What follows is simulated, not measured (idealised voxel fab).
process module | voxel gate over fins
cross-section cut | 240 nm wide | cells 5 nm
A cross-section is a grid of square cells, given in bands from the top down. A band is one or more rows of cells.
Each band's line starts with the height of the band's top and of its bottom, in nm. Then come its materials from left to right, each with its width in nm. One material with "throughout" fills the band from edge to edge. "air" is empty space.
Height 0 is the level under which the wafer as received is all one material. The lowest band goes on downwards, as in "0 down".
A width such as "30 to 40" changes by the same amount from each row of cells to the next, from the band's top row to its bottom row.
"no change" after a step means that no cell of the cross-section changed.
closed voids: empty space of 8 cells or more with no open way to the top, each as width x height at its distance from the left edge, in nm
after a step's settings: what the simulator itself notes on the step
overlay nm, on a step with a mask: how far to the right of its planned place the mask lay; to the left if negative
plan
1 op RECEIVE | material Si
2 op CONFORMAL_DEP | material SiN | thk nm 5
3 op PATTERN | tone cover | mask id FINS | material resist | width nm 15 | pitch nm 55 | thk nm 20 | overlay nm 0
4 op DIRECTIONAL_ETCH | etch materials SiN | depth nm 5
5 op DIRECTIONAL_ETCH | etch materials Si | depth nm 40
6 op STRIP | etch materials resist
7 op FILL_DEP | material SiO2 | thk nm 5
8 op CMP | height nm 5
9 op MASKED_ETCH | tone open | mask id RAIL | width nm 15 | etch materials SiO2 | depth nm 40 | overlay nm 0
10 op CONFORMAL_DEP | material TiN | thk nm 5
11 op FILL_DEP | material W | thk nm 10
12 op CMP | height nm 0
13 op SELECTIVE_ETCH | etch materials W Ru TiN | depth nm 25
14 op FILL_DEP | material SiO2 | thk nm 5
15 op CMP | height nm 5
16 op SELECTIVE_ETCH | etch materials SiO2 | depth nm 20
17 op STRIP | etch materials SiN
18 op CONFORMAL_DEP | material HfO2 | thk nm 5
19 op CONFORMAL_DEP | material TiN | thk nm 5
20 op CONFORMAL_DEP | material TiAl | thk nm 5
21 op CONFORMAL_DEP | material TiN | thk nm 5
22 op FILL_DEP | material W | thk nm 15
23 op CMP | height nm 30
24 op CONFORMAL_DEP | material SiCN | thk nm 5
varied across the wafers: height nm of step 12. The plan shows the first wafer's value. All wafers start alike
first wafer as received, after step 1
  0 down: Si throughout
  closed voids: none
each wafer at the end: cells of each material gained (+) or lost (-) since it was received, then its closed voids
height nm 0 | +66 HfO2 | -312 Si | +48 SiCN | +189 SiO2 | +66 TiAl | +137 TiN | +142 W | closed voids: none
height nm 5 | +66 HfO2 | -312 Si | +48 SiCN | +186 SiO2 | +66 TiAl | +139 TiN | +143 W | closed voids: none
height nm 10 | +66 HfO2 | -312 Si | +48 SiCN | +183 SiO2 | +66 TiAl | +141 TiN | +144 W | closed voids: none
height nm 15 | +68 HfO2 | -312 Si | +48 SiCN | +183 SiO2 | +64 TiAl | +140 TiN | +145 W | closed voids: none
height nm 20 | +70 HfO2 | -312 Si | +48 SiCN | +183 SiO2 | +62 TiAl | +139 TiN | +146 W | closed voids: none
